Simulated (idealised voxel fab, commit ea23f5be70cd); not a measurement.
Process module name: voxel self aligned contacts
cross-section cut | 285 nm wide | cells 5 nm
Cross-section, as written here: a square-cell grid given band by band from the top down, where a band holds one or more rows of cells. For a band, the entry starts with two heights in nm, that of the top and then that of the bottom, and carries on with the band's materials in order from left to right, each alongside its width in nm; the word "full width" beside a single material means it fills the band edge to edge, and "blank" means empty space. Beneath 0, the wafer as received is one material, and that level is where height counting begins. The lowest band goes on downward without a bottom; it is written like "0 and below". With a width like "30->40", each row of cells in the band differs from the next by the same amount, the top row carrying the first number and the bottom row the second. Any step labelled "stayed the same" changed none of the cells in the cross-section. If an empty space has no open way to the top and is at least 8 cells in size, "Voids lacking openings" lists it, written width x height at distance, where distance is measured from the left edge and every value is in nm. Post-settings text on a step line: simulator's own remark regarding the step. "overlay nm", when on a step's line for a step with a mask, measures how far to the right of its planned place the mask lay; a negative measure means to the left.
-- The process steps that were planned are listed below
1,RECEIVE, material Si
2,OXIDIZE, depth nm 5
3,DIRECTIONAL_DEP, material polySi, thk nm 20
4,DIRECTIONAL_DEP, material SiN, thk nm 20
5,DIRECTIONAL_DEP, material aC, thk nm 10
6,PATTERN, tone cover, mask id GATE, material resist, width nm 25, pitch nm 55, thk nm 30, overlay nm 0
7,DIRECTIONAL_ETCH, etch materials aC, depth nm 10
8,STRIP, etch materials resist
9,DIRECTIONAL_ETCH, etch materials SiN, depth nm 20
10,DIRECTIONAL_ETCH, etch materials polySi, depth nm 20
11,STRIP, etch materials aC
12,CONFORMAL_DEP, material SiN, thk nm 5
13,DIRECTIONAL_ETCH, etch materials SiN, depth nm 5
14,FILL_DEP, material SiO2, thk nm 10
15,CMP, height nm 45
16,PATTERN, tone open, mask id CONTACT, material resist, width nm 40, pitch nm 55, thk nm 15, overlay nm 0
17,DIRECTIONAL_ETCH, etch materials SiO2, depth nm 50
18,STRIP, etch materials resist
19,CONFORMAL_DEP, material TiN, thk nm 5
20,FILL_DEP, material W, thk nm 5
21,CMP, height nm 45
22,CONFORMAL_DEP, material SiCN, thk nm 5
-- What follows covers the first of two wafers; it ran as planned
-- So this is the incoming wafer in cross-section - it's already been through step 1
* 0 and below  Si full width
* Voids lacking openings: none
-- Upon completion of step 2, the wafer appears in cross-section as shown
* 0 down to -5  SiO2 full width
* Heights below -5 show no change.
-- Upon completion of step 3, the wafer appears in cross-section as shown
* 20 down to 0  polySi full width
* Heights below 0 show no change.
-- Upon completion of step 4, the wafer appears in cross-section as shown
* 40 down to 20  SiN full width
* Heights below 20 show no change.
-- Upon completion of step 5, the wafer appears in cross-section as shown
* 50 down to 40  aC full width
* Heights below 40 show no change.
-- Upon completion of step 6, the wafer appears in cross-section as shown
* 80 down to 50  blank=75, resist=25, blank=30, resist=25, blank=30, resist=25, blank=75
* Heights below 50 show no change.
-- Upon completion of step 7, the wafer appears in cross-section as shown
* 70 down to 50  blank=75, resist=25, blank=30, resist=25, blank=30, resist=25, blank=75
* 50 down to 40  blank=75, aC=25, blank=30, aC=25, blank=30, aC=25, blank=75
* Heights below 40 show no change.
-- Upon completion of step 8, the wafer appears in cross-section as shown
* 50 down to 40  blank=75, aC=25, blank=30, aC=25, blank=30, aC=25, blank=75
* Heights below 40 show no change.
-- Upon completion of step 9, the wafer appears in cross-section as shown
* 50 down to 40  blank=75, aC=25, blank=30, aC=25, blank=30, aC=25, blank=75
* 40 down to 20  blank=75, SiN=25, blank=30, SiN=25, blank=30, SiN=25, blank=75
* Heights below 20 show no change.
-- Upon completion of step 10, the wafer appears in cross-section as shown
* 50 down to 40  blank=75, aC=25, blank=30, aC=25, blank=30, aC=25, blank=75
* 40 down to 20  blank=75, SiN=25, blank=30, SiN=25, blank=30, SiN=25, blank=75
* 20 down to 0  blank=75, polySi=25, blank=30, polySi=25, blank=30, polySi=25, blank=75
* Heights below 0 show no change.
-- Upon completion of step 11, the wafer appears in cross-section as shown
* 40 down to 20  blank=75, SiN=25, blank=30, SiN=25, blank=30, SiN=25, blank=75
* Heights below 20 show no change.
-- Upon completion of step 12, the wafer appears in cross-section as shown
* 45 down to 20  blank=70, SiN=35, blank=20, SiN=35, blank=20, SiN=35, blank=70
* 20 down to 5  blank=70, SiN=5, polySi=25, SiN=5, blank=20, SiN=5, polySi=25, SiN=5, blank=20, SiN=5, polySi=25, SiN=5, blank=70
* 5 down to 0  SiN=75, polySi=25, SiN=30, polySi=25, SiN=30, polySi=25, SiN=75
* Heights below 0 show no change.
-- Upon completion of step 13, the wafer appears in cross-section as shown
* 40 down to 20  blank=70, SiN=35, blank=20, SiN=35, blank=20, SiN=35, blank=70
* 20 down to 0  blank=70, SiN=5, polySi=25, SiN=5, blank=20, SiN=5, polySi=25, SiN=5, blank=20, SiN=5, polySi=25, SiN=5, blank=70
* Heights below 0 show no change.
-- Upon completion of step 14, the wafer appears in cross-section as shown
* 50 down to 40  SiO2 full width
* 40 down to 20  SiO2=70, SiN=35, SiO2=20, SiN=35, SiO2=20, SiN=35, SiO2=70
* 20 down to 0  SiO2=70, SiN=5, polySi=25, SiN=5, SiO2=20, SiN=5, polySi=25, SiN=5, SiO2=20, SiN=5, polySi=25, SiN=5, SiO2=70
* Heights below 0 show no change.
-- Upon completion of step 15, the wafer appears in cross-section as shown
* 45 down to 40  SiO2 full width
* Heights below 40 show no change.
-- Upon completion of step 16, the wafer appears in cross-section as shown
* 60 down to 45  resist=95, blank=40, resist=15, blank=40, resist=95
* Heights below 45 show no change.
-- Upon completion of step 17, the wafer appears in cross-section as shown
* 60 down to 45  resist=95, blank=40, resist=15, blank=40, resist=95
* 45 down to 40  SiO2=95, blank=40, SiO2=15, blank=40, SiO2=95
* 40 down to 20  SiO2=70, SiN=35, blank=20, SiN=35, blank=20, SiN=35, SiO2=70
* 20 down to 0  SiO2=70, SiN=5, polySi=25, SiN=5, blank=20, SiN=5, polySi=25, SiN=5, blank=20, SiN=5, polySi=25, SiN=5, SiO2=70
* 0 down to -5  SiO2=105, blank=20, SiO2=35, blank=20, SiO2=105
* Heights below -5 show no change.
-- Upon completion of step 18, the wafer appears in cross-section as shown
* 45 down to 40  SiO2=95, blank=40, SiO2=15, blank=40, SiO2=95
* Heights below 40 show no change.
-- Upon completion of step 19, the wafer appears in cross-section as shown
* 50 down to 45  TiN=100, blank=30, TiN=25, blank=30, TiN=100
* 45 down to 40  SiO2=95, TiN=15, blank=10, TiN=15, SiO2=15, TiN=15, blank=10, TiN=15, SiO2=95
* 40 down to 20  SiO2=70, SiN=35, TiN=5, blank=10, TiN=5, SiN=35, TiN=5, blank=10, TiN=5, SiN=35, SiO2=70
* 20 down to 0  SiO2=70, SiN=5, polySi=25, SiN=5, TiN=5, blank=10, TiN=5, SiN=5, polySi=25, SiN=5, TiN=5, blank=10, TiN=5, SiN=5, polySi=25, SiN=5, SiO2=70
* 0 down to -5  SiO2=105, TiN=20, SiO2=35, TiN=20, SiO2=105
* Heights below -5 show no change.
-- Upon completion of step 20, the wafer appears in cross-section as shown
* 55 down to 50  W full width
* 50 down to 45  TiN=100, W=30, TiN=25, W=30, TiN=100
* 45 down to 40  SiO2=95, TiN=15, W=10, TiN=15, SiO2=15, TiN=15, W=10, TiN=15, SiO2=95
* 40 down to 20  SiO2=70, SiN=35, TiN=5, W=10, TiN=5, SiN=35, TiN=5, W=10, TiN=5, SiN=35, SiO2=70
* 20 down to 0  SiO2=70, SiN=5, polySi=25, SiN=5, TiN=5, W=10, TiN=5, SiN=5, polySi=25, SiN=5, TiN=5, W=10, TiN=5, SiN=5, polySi=25, SiN=5, SiO2=70
* Heights below 0 show no change.
-- Upon completion of step 21, the wafer appears in cross-section as shown
* 45 down to 40  SiO2=95, TiN=15, W=10, TiN=15, SiO2=15, TiN=15, W=10, TiN=15, SiO2=95
* Heights below 40 show no change.
-- Upon completion of step 22, the wafer appears in cross-section as shown
* 50 down to 45  SiCN full width
* Heights below 45 show no change.
-- Second wafer: same start and same plan as the first, one execution error; identical to the first through step 5
-- The second wafer in cross-section, at the planned close of step 6
* 80 down to 50  blank=70, resist=25, blank=30, resist=25, blank=30, resist=25, blank=80
* Heights below 50 show no change.
-- The second wafer in cross-section, at the planned close of step 7
* 70 down to 50  blank=70, resist=25, blank=30, resist=25, blank=30, resist=25, blank=80
* 50 down to 40  blank=70, aC=25, blank=30, aC=25, blank=30, aC=25, blank=80
* Heights below 40 show no change.
-- The second wafer in cross-section, at the planned close of step 8
* 50 down to 40  blank=70, aC=25, blank=30, aC=25, blank=30, aC=25, blank=80
* Heights below 40 show no change.
-- The second wafer in cross-section, at the planned close of step 9
* 50 down to 40  blank=70, aC=25, blank=30, aC=25, blank=30, aC=25, blank=80
* 40 down to 20  blank=70, SiN=25, blank=30, SiN=25, blank=30, SiN=25, blank=80
* Heights below 20 show no change.
-- The second wafer in cross-section, at the planned close of step 10
* 50 down to 40  blank=70, aC=25, blank=30, aC=25, blank=30, aC=25, blank=80
* 40 down to 20  blank=70, SiN=25, blank=30, SiN=25, blank=30, SiN=25, blank=80
* 20 down to 0  blank=70, polySi=25, blank=30, polySi=25, blank=30, polySi=25, blank=80
* Heights below 0 show no change.
-- The second wafer in cross-section, at the planned close of step 11
* 40 down to 20  blank=70, SiN=25, blank=30, SiN=25, blank=30, SiN=25, blank=80
* Heights below 20 show no change.
-- The second wafer in cross-section, at the planned close of step 12
* 45 down to 20  blank=65, SiN=35, blank=20, SiN=35, blank=20, SiN=35, blank=75
* 20 down to 5  blank=65, SiN=5, polySi=25, SiN=5, blank=20, SiN=5, polySi=25, SiN=5, blank=20, SiN=5, polySi=25, SiN=5, blank=75
* 5 down to 0  SiN=70, polySi=25, SiN=30, polySi=25, SiN=30, polySi=25, SiN=80
* Heights below 0 show no change.
-- The second wafer in cross-section, at the planned close of step 13
* 40 down to 20  blank=65, SiN=35, blank=20, SiN=35, blank=20, SiN=35, blank=75
* 20 down to 0  blank=65, SiN=5, polySi=25, SiN=5, blank=20, SiN=5, polySi=25, SiN=5, blank=20, SiN=5, polySi=25, SiN=5, blank=75
* Heights below 0 show no change.
-- The second wafer in cross-section, at the planned close of step 14
* 50 down to 40  SiO2 full width
* 40 down to 20  SiO2=65, SiN=35, SiO2=20, SiN=35, SiO2=20, SiN=35, SiO2=75
* 20 down to 0  SiO2=65, SiN=5, polySi=25, SiN=5, SiO2=20, SiN=5, polySi=25, SiN=5, SiO2=20, SiN=5, polySi=25, SiN=5, SiO2=75
* Heights below 0 show no change.
-- The second wafer in cross-section, at the planned close of step 15
* 45 down to 40  SiO2 full width
* Heights below 40 show no change.
-- The second wafer in cross-section, at the planned close of step 16
* 60 down to 45  resist=95, blank=40, resist=15, blank=40, resist=95
* Heights below 45 show no change.
-- The second wafer in cross-section, at the planned close of step 17
* 60 down to 45  resist=95, blank=40, resist=15, blank=40, resist=95
* 45 down to 40  SiO2=95, blank=40, SiO2=15, blank=40, SiO2=95
* 40 down to 20  SiO2=65, SiN=35, blank=20, SiN=35, blank=20, SiN=35, SiO2=75
* 20 down to 0  SiO2=65, SiN=5, polySi=25, SiN=5, blank=20, SiN=5, polySi=25, SiN=5, blank=20, SiN=5, polySi=25, SiN=5, SiO2=75
* 0 down to -5  SiO2=100, blank=20, SiO2=35, blank=20, SiO2=110
* Heights below -5 show no change.
-- The second wafer in cross-section, at the planned close of step 18
* 45 down to 40  SiO2=95, blank=40, SiO2=15, blank=40, SiO2=95
* Heights below 40 show no change.
-- The second wafer in cross-section, at the planned close of step 19
* 50 down to 45  TiN=100, blank=30, TiN=25, blank=30, TiN=100
* 45 down to 40  SiO2=95, TiN=10, blank=10, TiN=20, SiO2=15, TiN=10, blank=10, TiN=20, SiO2=95
* 40 down to 20  SiO2=65, SiN=35, TiN=5, blank=10, TiN=5, SiN=35, TiN=5, blank=10, TiN=5, SiN=35, SiO2=75
* 20 down to 0  SiO2=65, SiN=5, polySi=25, SiN=5, TiN=5, blank=10, TiN=5, SiN=5, polySi=25, SiN=5, TiN=5, blank=10, TiN=5, SiN=5, polySi=25, SiN=5, SiO2=75
* 0 down to -5  SiO2=100, TiN=20, SiO2=35, TiN=20, SiO2=110
* Heights below -5 show no change.
-- The second wafer in cross-section, at the planned close of step 20
* 55 down to 50  W full width
* 50 down to 45  TiN=100, W=30, TiN=25, W=30, TiN=100
* 45 down to 40  SiO2=95, TiN=10, W=10, TiN=20, SiO2=15, TiN=10, W=10, TiN=20, SiO2=95
* 40 down to 20  SiO2=65, SiN=35, TiN=5, W=10, TiN=5, SiN=35, TiN=5, W=10, TiN=5, SiN=35, SiO2=75
* 20 down to 0  SiO2=65, SiN=5, polySi=25, SiN=5, TiN=5, W=10, TiN=5, SiN=5, polySi=25, SiN=5, TiN=5, W=10, TiN=5, SiN=5, polySi=25, SiN=5, SiO2=75
* Heights below 0 show no change.
-- The second wafer in cross-section, at the planned close of step 21
* 45 down to 40  SiO2=95, TiN=10, W=10, TiN=20, SiO2=15, TiN=10, W=10, TiN=20, SiO2=95
* Heights below 40 show no change.
-- The second wafer in cross-section, at the planned close of step 22
* 50 down to 45  SiCN full width
* Heights below 45 show no change.
Here's what went sideways: step 6 was processed under conditions differing from the plan, specifically as PATTERN, tone cover, mask id GATE, material resist, width nm 25, pitch nm 55, thk nm 30, overlay nm -5
Same inventory, different map: at the end, the second wafer holds as many cells of each material as the first, placed elsewhere.
